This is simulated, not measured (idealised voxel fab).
process module | voxel transistor to metal
cross-section cut | 165 nm wide | cells 5 nm
A cross-section is a grid of square cells, given in bands from the top down. A band is one or more rows of cells.
Each band's line starts with the height of the band's top and of its bottom, in nm. Then come its materials from left to right, each with its width in nm. One material with "throughout" fills the band from edge to edge. "air" is empty space.
Height 0 is the level under which the wafer as received is all one material. The lowest band goes on downwards, as in "0 down".
A width such as "30 to 40" changes by the same amount from each row of cells to the next, from the band's top row to its bottom row.
"no change" after a step means that no cell of the cross-section changed.
closed voids: empty space of 8 cells or more with no open way to the top, each as width x height at its distance from the left edge, in nm
after a step's settings: what the simulator itself notes on the step
overlay nm, on a step with a mask: how far to the right of its planned place the mask lay; to the left if negative
plan
1 op RECEIVE | material Si
2 op OXIDIZE | depth nm 5
3 op CONFORMAL_DEP | material SiN | thk nm 10
4 op MASKED_ETCH | tone cover | mask id ACTIVE | width nm 110 | etch materials SiN | depth nm 10 | overlay nm 0
5 op MASKED_ETCH | tone cover | mask id ACTIVE | width nm 110 | etch materials SiO2 | depth nm 5 | overlay nm 0
6 op MASKED_ETCH | tone cover | mask id ACTIVE | width nm 110 | etch materials Si | depth nm 25 | overlay nm 0
7 op OXIDIZE | depth nm 5
8 op FILL_DEP | material SiO2 | thk nm 15
9 op CMP | height nm 10
10 op SELECTIVE_ETCH | etch materials SiO2 | depth nm 5
11 op STRIP | etch materials SiN
12 op SELECTIVE_ETCH | etch materials SiO2 | depth nm 5
13 op OXIDIZE | depth nm 5
14 op DIRECTIONAL_DEP | material polySi | thk nm 30
15 op DIRECTIONAL_DEP | material SiCN | thk nm 15
16 op PATTERN | tone cover | mask id GATE | material resist | width nm 30 | thk nm 15 | overlay nm 0
17 op DIRECTIONAL_ETCH | etch materials SiCN | depth nm 25
18 op DIRECTIONAL_ETCH | etch materials polySi | depth nm 40
19 op STRIP | etch materials resist
20 op CONFORMAL_DEP | material SiO2 | thk nm 5
21 op DIRECTIONAL_ETCH | etch materials SiO2 | depth nm 5
22 op CONFORMAL_DEP | material SiN | thk nm 10
23 op DIRECTIONAL_ETCH | etch materials SiN | depth nm 10
24 op DIRECTIONAL_ETCH | etch materials SiO2 | depth nm 5
25 op DIRECTIONAL_ETCH | etch materials Si | depth nm 5
26 op EPI | material pSi | thk nm 10
27 op FILL_DEP | material SiO2 | thk nm 10
28 op CMP | height nm 25
29 op STRIP | etch materials polySi
30 op SELECTIVE_ETCH | etch materials SiO2 | depth nm 5
31 op CONFORMAL_DEP | material HfO2 | thk nm 5
32 op CONFORMAL_DEP | material TiN | thk nm 5
33 op FILL_DEP | material W | thk nm 5
34 op CMP | height nm 20
35 op DIRECTIONAL_DEP | material SiO2 | thk nm 10
36 op PATTERN | tone open | mask id CONTACT | material resist | width nm 15 | pitch nm 75 | thk nm 20 | overlay nm 0
37 op DIRECTIONAL_ETCH | etch materials SiO2 | depth nm 30
38 op STRIP | etch materials resist
39 op CONFORMAL_DEP | material TiN | thk nm 5
40 op FILL_DEP | material Ru | thk nm 10
41 op CMP | height nm 30
42 op DIRECTIONAL_DEP | material TiN | thk nm 5
43 op DIRECTIONAL_DEP | material W | thk nm 15
44 op PATTERN | tone cover | mask id METAL_1 | material resist | width nm 15 | pitch nm 75 | thk nm 20 | overlay nm 0
45 op DIRECTIONAL_ETCH | etch materials W | depth nm 15
46 op DIRECTIONAL_ETCH | etch materials TiN | depth nm 5
47 op STRIP | etch materials resist
48 op FILL_DEP | material lowk | thk nm 5
49 op CMP | height nm 50
50 op CONFORMAL_DEP | material SiCN | thk nm 5
first wafer, as planned
as received, after step 1
  0 down: Si throughout
  closed voids: none
after step 2
  0 to -5: SiO2 throughout
  below -5: unchanged
after step 3
  10 to 0: SiN throughout
  below 0: unchanged
after step 4
  10 to 0: air 25 | SiN 110 | air 30
  below 0: unchanged
after step 5
  10 to 0: air 25 | SiN 110 | air 30
  0 to -5: air 25 | SiO2 110 | air 30
  below -5: unchanged
after step 6
  10 to 0: air 25 | SiN 110 | air 30
  0 to -5: air 25 | SiO2 110 | air 30
  -5 to -30: air 25 | Si 110 | air 30
  below -30: unchanged
after step 7
  10 to 0: air 25 | SiN 110 | air 30
  0 to -5: air 25 | SiO2 110 | air 30
  -5 to -30: air 25 | SiO2 5 | Si 100 | SiO2 5 | air 30
  -30 to -35: SiO2 30 | Si 100 | SiO2 35
  below -35: unchanged
after step 8
  25 to 10: SiO2 throughout
  10 to 0: SiO2 25 | SiN 110 | SiO2 30
  0 to -5: SiO2 throughout
  -5 to -35: SiO2 30 | Si 100 | SiO2 35
  below -35: unchanged
after step 9
  10 to 0: SiO2 25 | SiN 110 | SiO2 30
  below 0: unchanged
after step 10
  10 to 5: air 25 | SiN 110 | air 30
  below 5: unchanged
after step 11
  5 to 0: SiO2 25 | air 110 | SiO2 30
  below 0: unchanged
after step 12
  0 to -5: SiO2 20 | air 120 | SiO2 25
  below -5: unchanged
after step 13
  0 to -5: SiO2 20 | air 120 | SiO2 25
  -5 to -10: SiO2 throughout
  below -10: unchanged
after step 14
  30 to 25: polySi 20 | air 120 | polySi 25
  25 to 0: polySi throughout
  0 to -5: SiO2 20 | polySi 120 | SiO2 25
  below -5: unchanged
after step 15
  45 to 40: SiCN 20 | air 120 | SiCN 25
  40 to 30: SiCN throughout
  30 to 25: polySi 20 | SiCN 120 | polySi 25
  below 25: unchanged
after step 16
  60 to 45: air 65 | resist 30 | air 70
  45 to 40: SiCN 20 | air 45 | resist 30 | air 45 | SiCN 25
  below 40: unchanged
after step 17
  60 to 40: air 65 | resist 30 | air 70
  40 to 30: air 65 | SiCN 30 | air 70
  30 to 25: polySi 20 | air 45 | SiCN 30 | air 45 | polySi 25
  below 25: unchanged
after step 18
  60 to 40: air 65 | resist 30 | air 70
  40 to 25: air 65 | SiCN 30 | air 70
  25 to 0: air 65 | polySi 30 | air 70
  0 to -5: SiO2 20 | air 45 | polySi 30 | air 45 | SiO2 25
  below -5: unchanged
after step 19
  40 to 25: air 65 | SiCN 30 | air 70
  below 25: unchanged
after step 20
  45 to 40: air 60 | SiO2 40 | air 65
  40 to 25: air 60 | SiO2 5 | SiCN 30 | SiO2 5 | air 65
  25 to 5: air 60 | SiO2 5 | polySi 30 | SiO2 5 | air 65
  5 to 0: SiO2 25 | air 35 | SiO2 5 | polySi 30 | SiO2 5 | air 35 | SiO2 30
  0 to -5: SiO2 65 | polySi 30 | SiO2 70
  below -5: unchanged
after step 21
  40 to 25: air 60 | SiO2 5 | SiCN 30 | SiO2 5 | air 65
  25 to 0: air 60 | SiO2 5 | polySi 30 | SiO2 5 | air 65
  0 to -5: SiO2 25 | air 35 | SiO2 5 | polySi 30 | SiO2 5 | air 35 | SiO2 30
  below -5: unchanged
after step 22
  50 to 40: air 50 | SiN 60 | air 55
  40 to 25: air 50 | SiN 10 | SiO2 5 | SiCN 30 | SiO2 5 | SiN 10 | air 55
  25 to 10: air 50 | SiN 10 | SiO2 5 | polySi 30 | SiO2 5 | SiN 10 | air 55
  10 to 5: SiN 35 | air 15 | SiN 10 | SiO2 5 | polySi 30 | SiO2 5 | SiN 10 | air 15 | SiN 40
  5 to 0: SiN 60 | SiO2 5 | polySi 30 | SiO2 5 | SiN 65
  0 to -5: SiO2 25 | SiN 35 | SiO2 5 | polySi 30 | SiO2 5 | SiN 35 | SiO2 30
  below -5: unchanged
after step 23
  40 to 25: air 50 | SiN 10 | SiO2 5 | SiCN 30 | SiO2 5 | SiN 10 | air 55
  25 to 0: air 50 | SiN 10 | SiO2 5 | polySi 30 | SiO2 5 | SiN 10 | air 55
  0 to -5: SiO2 25 | SiN 10 | air 15 | SiN 10 | SiO2 5 | polySi 30 | SiO2 5 | SiN 10 | air 15 | SiN 10 | SiO2 30
  below -5: unchanged
after step 24
  40 to 35: air 50 | SiN 10 | air 5 | SiCN 30 | air 5 | SiN 10 | air 55
  35 to 25: air 50 | SiN 10 | SiO2 5 | SiCN 30 | SiO2 5 | SiN 10 | air 55
  25 to 0: air 50 | SiN 10 | SiO2 5 | polySi 30 | SiO2 5 | SiN 10 | air 55
  0 to -5: air 25 | SiN 10 | air 15 | SiN 10 | SiO2 5 | polySi 30 | SiO2 5 | SiN 10 | air 15 | SiN 10 | air 30
  -5 to -10: SiO2 35 | air 15 | SiO2 60 | air 15 | SiO2 40
  below -10: unchanged
after step 25
  40 to 35: air 50 | SiN 10 | air 5 | SiCN 30 | air 5 | SiN 10 | air 55
  35 to 25: air 50 | SiN 10 | SiO2 5 | SiCN 30 | SiO2 5 | SiN 10 | air 55
  25 to 0: air 50 | SiN 10 | SiO2 5 | polySi 30 | SiO2 5 | SiN 10 | air 55
  0 to -5: air 25 | SiN 10 | air 15 | SiN 10 | SiO2 5 | polySi 30 | SiO2 5 | SiN 10 | air 15 | SiN 10 | air 30
  -5 to -10: SiO2 35 | air 15 | SiO2 60 | air 15 | SiO2 40
  -10 to -15: SiO2 30 | Si 5 | air 15 | Si 60 | air 15 | Si 5 | SiO2 35
  below -15: unchanged
after step 26
  40 to 35: air 50 | SiN 10 | air 5 | SiCN 30 | air 5 | SiN 10 | air 55
  35 to 25: air 50 | SiN 10 | SiO2 5 | SiCN 30 | SiO2 5 | SiN 10 | air 55
  25 to 0: air 50 | SiN 10 | SiO2 5 | polySi 30 | SiO2 5 | SiN 10 | air 55
  0 to -5: air 25 | SiN 10 | pSi 15 | SiN 10 | SiO2 5 | polySi 30 | SiO2 5 | SiN 10 | pSi 15 | SiN 10 | air 30
  -5 to -10: SiO2 35 | pSi 15 | SiO2 60 | pSi 15 | SiO2 40
  -10 to -15: SiO2 30 | Si 5 | pSi 15 | Si 60 | pSi 15 | Si 5 | SiO2 35
  below -15: unchanged
after step 27
  50 to 40: SiO2 throughout
  40 to 25: SiO2 50 | SiN 10 | SiO2 5 | SiCN 30 | SiO2 5 | SiN 10 | SiO2 55
  25 to 0: SiO2 50 | SiN 10 | SiO2 5 | polySi 30 | SiO2 5 | SiN 10 | SiO2 55
  0 to -5: SiO2 25 | SiN 10 | pSi 15 | SiN 10 | SiO2 5 | polySi 30 | SiO2 5 | SiN 10 | pSi 15 | SiN 10 | SiO2 30
  below -5: unchanged
after step 28
  25 to 0: SiO2 50 | SiN 10 | SiO2 5 | polySi 30 | SiO2 5 | SiN 10 | SiO2 55
  below 0: unchanged
after step 29
  25 to 0: SiO2 50 | SiN 10 | SiO2 5 | air 30 | SiO2 5 | SiN 10 | SiO2 55
  0 to -5: SiO2 25 | SiN 10 | pSi 15 | SiN 10 | SiO2 5 | air 30 | SiO2 5 | SiN 10 | pSi 15 | SiN 10 | SiO2 30
  below -5: unchanged
after step 30
  25 to 20: air 50 | SiN 10 | air 40 | SiN 10 | air 55
  20 to 0: SiO2 50 | SiN 10 | air 40 | SiN 10 | SiO2 55
  0 to -5: SiO2 25 | SiN 10 | pSi 15 | SiN 10 | air 40 | SiN 10 | pSi 15 | SiN 10 | SiO2 30
  -5 to -10: SiO2 35 | pSi 15 | SiO2 10 | air 40 | SiO2 10 | pSi 15 | SiO2 40
  below -10: unchanged
after step 31
  30 to 25: air 45 | HfO2 20 | air 30 | HfO2 20 | air 50
  25 to 20: HfO2 50 | SiN 10 | HfO2 5 | air 30 | HfO2 5 | SiN 10 | HfO2 55
  20 to 0: SiO2 50 | SiN 10 | HfO2 5 | air 30 | HfO2 5 | SiN 10 | SiO2 55
  0 to -5: SiO2 25 | SiN 10 | pSi 15 | SiN 10 | HfO2 5 | air 30 | HfO2 5 | SiN 10 | pSi 15 | SiN 10 | SiO2 30
  -5 to -10: SiO2 35 | pSi 15 | SiO2 10 | HfO2 40 | SiO2 10 | pSi 15 | SiO2 40
  below -10: unchanged
after step 32
  35 to 30: air 40 | TiN 30 | air 20 | TiN 30 | air 45
  30 to 25: TiN 45 | HfO2 20 | TiN 5 | air 20 | TiN 5 | HfO2 20 | TiN 50
  25 to 20: HfO2 50 | SiN 10 | HfO2 5 | TiN 5 | air 20 | TiN 5 | HfO2 5 | SiN 10 | HfO2 55
  20 to 0: SiO2 50 | SiN 10 | HfO2 5 | TiN 5 | air 20 | TiN 5 | HfO2 5 | SiN 10 | SiO2 55
  0 to -5: SiO2 25 | SiN 10 | pSi 15 | SiN 10 | HfO2 5 | TiN 30 | HfO2 5 | SiN 10 | pSi 15 | SiN 10 | SiO2 30
  below -5: unchanged
after step 33
  40 to 35: W throughout
  35 to 30: W 40 | TiN 30 | W 20 | TiN 30 | W 45
  30 to 25: TiN 45 | HfO2 20 | TiN 5 | W 20 | TiN 5 | HfO2 20 | TiN 50
  25 to 20: HfO2 50 | SiN 10 | HfO2 5 | TiN 5 | W 20 | TiN 5 | HfO2 5 | SiN 10 | HfO2 55
  20 to 0: SiO2 50 | SiN 10 | HfO2 5 | TiN 5 | W 20 | TiN 5 | HfO2 5 | SiN 10 | SiO2 55
  below 0: unchanged
after step 34
  20 to 0: SiO2 50 | SiN 10 | HfO2 5 | TiN 5 | W 20 | TiN 5 | HfO2 5 | SiN 10 | SiO2 55
  below 0: unchanged
after step 35
  30 to 20: SiO2 throughout
  below 20: unchanged
after step 36
  50 to 30: resist 35 | air 15 | resist 60 | air 15 | resist 40
  below 30: unchanged
after step 37
  50 to 30: resist 35 | air 15 | resist 60 | air 15 | resist 40
  30 to 20: SiO2 35 | air 15 | SiO2 60 | air 15 | SiO2 40
  20 to 0: SiO2 35 | air 15 | SiN 10 | HfO2 5 | TiN 5 | W 20 | TiN 5 | HfO2 5 | SiN 10 | air 15 | SiO2 40
  below 0: unchanged
after step 38
  30 to 20: SiO2 35 | air 15 | SiO2 60 | air 15 | SiO2 40
  below 20: unchanged
after step 39
  35 to 30: TiN 40 | air 5 | TiN 70 | air 5 | TiN 45
  30 to 20: SiO2 35 | TiN 5 | air 5 | TiN 5 | SiO2 60 | TiN 5 | air 5 | TiN 5 | SiO2 40
  20 to 5: SiO2 35 | TiN 5 | air 5 | TiN 5 | SiN 10 | HfO2 5 | TiN 5 | W 20 | TiN 5 | HfO2 5 | SiN 10 | TiN 5 | air 5 | TiN 5 | SiO2 40
  5 to 0: SiO2 35 | TiN 15 | SiN 10 | HfO2 5 | TiN 5 | W 20 | TiN 5 | HfO2 5 | SiN 10 | TiN 15 | SiO2 40
  below 0: unchanged
after step 40
  45 to 35: Ru throughout
  35 to 30: TiN 40 | Ru 5 | TiN 70 | Ru 5 | TiN 45
  30 to 20: SiO2 35 | TiN 5 | Ru 5 | TiN 5 | SiO2 60 | TiN 5 | Ru 5 | TiN 5 | SiO2 40
  20 to 5: SiO2 35 | TiN 5 | Ru 5 | TiN 5 | SiN 10 | HfO2 5 | TiN 5 | W 20 | TiN 5 | HfO2 5 | SiN 10 | TiN 5 | Ru 5 | TiN 5 | SiO2 40
  below 5: unchanged
after step 41
  30 to 20: SiO2 35 | TiN 5 | Ru 5 | TiN 5 | SiO2 60 | TiN 5 | Ru 5 | TiN 5 | SiO2 40
  below 20: unchanged
after step 42
  35 to 30: TiN throughout
  below 30: unchanged
after step 43
  50 to 35: W throughout
  below 35: unchanged
after step 44
  70 to 50: air 35 | resist 15 | air 60 | resist 15 | air 40
  below 50: unchanged
after step 45
  70 to 50: air 35 | resist 15 | air 60 | resist 15 | air 40
  50 to 35: air 35 | W 15 | air 60 | W 15 | air 40
  below 35: unchanged
after step 46
  70 to 50: air 35 | resist 15 | air 60 | resist 15 | air 40
  50 to 35: air 35 | W 15 | air 60 | W 15 | air 40
  35 to 30: air 35 | TiN 15 | air 60 | TiN 15 | air 40
  below 30: unchanged
after step 47
  50 to 35: air 35 | W 15 | air 60 | W 15 | air 40
  below 35: unchanged
after step 48
  55 to 50: lowk throughout
  50 to 35: lowk 35 | W 15 | lowk 60 | W 15 | lowk 40
  35 to 30: lowk 35 | TiN 15 | lowk 60 | TiN 15 | lowk 40
  below 30: unchanged
after step 49
  50 to 35: lowk 35 | W 15 | lowk 60 | W 15 | lowk 40
  below 35: unchanged
after step 50
  55 to 50: SiCN throughout
  below 50: unchanged
second wafer: like start, like plan, one mistake. Through step 35 it matches the first wafer
when step 36 should have ended
  50 to 30: resist 30 | air 25 | resist 50 | air 25 | resist 35
  below 30: unchanged
when step 37 should have ended
  50 to 30: resist 30 | air 25 | resist 50 | air 25 | resist 35
  30 to 20: SiO2 30 | air 25 | SiO2 50 | air 25 | SiO2 35
  20 to 0: SiO2 30 | air 20 | SiN 10 | HfO2 5 | TiN 5 | W 20 | TiN 5 | HfO2 5 | SiN 10 | air 20 | SiO2 35
  below 0: unchanged
when step 38 should have ended
  30 to 20: SiO2 30 | air 25 | SiO2 50 | air 25 | SiO2 35
  below 20: unchanged
when step 39 should have ended
  35 to 30: TiN 35 | air 15 | TiN 60 | air 15 | TiN 40
  30 to 20: SiO2 30 | TiN 5 | air 15 to 10 | TiN 5 to 10 | SiO2 50 | TiN 5 to 10 | air 15 to 10 | TiN 5 | SiO2 35
  20 to 5: SiO2 30 | TiN 5 | air 10 | TiN 5 | SiN 10 | HfO2 5 | TiN 5 | W 20 | TiN 5 | HfO2 5 | SiN 10 | TiN 5 | air 10 | TiN 5 | SiO2 35
  5 to 0: SiO2 30 | TiN 20 | SiN 10 | HfO2 5 | TiN 5 | W 20 | TiN 5 | HfO2 5 | SiN 10 | TiN 20 | SiO2 35
  below 0: unchanged
when step 40 should have ended
  45 to 35: Ru throughout
  35 to 30: TiN 35 | Ru 15 | TiN 60 | Ru 15 | TiN 40
  30 to 20: SiO2 30 | TiN 5 | Ru 15 to 10 | TiN 5 to 10 | SiO2 50 | TiN 5 to 10 | Ru 15 to 10 | TiN 5 | SiO2 35
  20 to 5: SiO2 30 | TiN 5 | Ru 10 | TiN 5 | SiN 10 | HfO2 5 | TiN 5 | W 20 | TiN 5 | HfO2 5 | SiN 10 | TiN 5 | Ru 10 | TiN 5 | SiO2 35
  below 5: unchanged
when step 41 should have ended
  30 to 20: SiO2 30 | TiN 5 | Ru 15 to 10 | TiN 5 to 10 | SiO2 50 | TiN 5 to 10 | Ru 15 to 10 | TiN 5 | SiO2 35
  below 20: unchanged
when step 42 should have ended
  35 to 30: TiN throughout
  below 30: unchanged
when step 43 should have ended
  50 to 35: W throughout
  below 35: unchanged
when step 44 should have ended
  70 to 50: air 35 | resist 15 | air 60 | resist 15 | air 40
  below 50: unchanged
when step 45 should have ended
  70 to 50: air 35 | resist 15 | air 60 | resist 15 | air 40
  50 to 35: air 35 | W 15 | air 60 | W 15 | air 40
  below 35: unchanged
when step 46 should have ended
  70 to 50: air 35 | resist 15 | air 60 | resist 15 | air 40
  50 to 35: air 35 | W 15 | air 60 | W 15 | air 40
  35 to 30: air 35 | TiN 15 | air 60 | TiN 15 | air 40
  below 30: unchanged
when step 47 should have ended
  50 to 35: air 35 | W 15 | air 60 | W 15 | air 40
  below 35: unchanged
when step 48 should have ended
  55 to 50: lowk throughout
  50 to 35: lowk 35 | W 15 | lowk 60 | W 15 | lowk 40
  35 to 30: lowk 35 | TiN 15 | lowk 60 | TiN 15 | lowk 40
  below 30: unchanged
when step 49 should have ended
  50 to 35: lowk 35 | W 15 | lowk 60 | W 15 | lowk 40
  below 35: unchanged
when step 50 should have ended
  55 to 50: SiCN throughout
  below 50: unchanged
what went wrong: step 36 ran as: op PATTERN | tone open | mask id CONTACT | material resist | width nm 25 | pitch nm 75 | thk nm 20 | overlay nm 0
at the end the second wafer has, in cells: 12 more of Ru | 16 fewer of SiO2 | 4 more of TiN
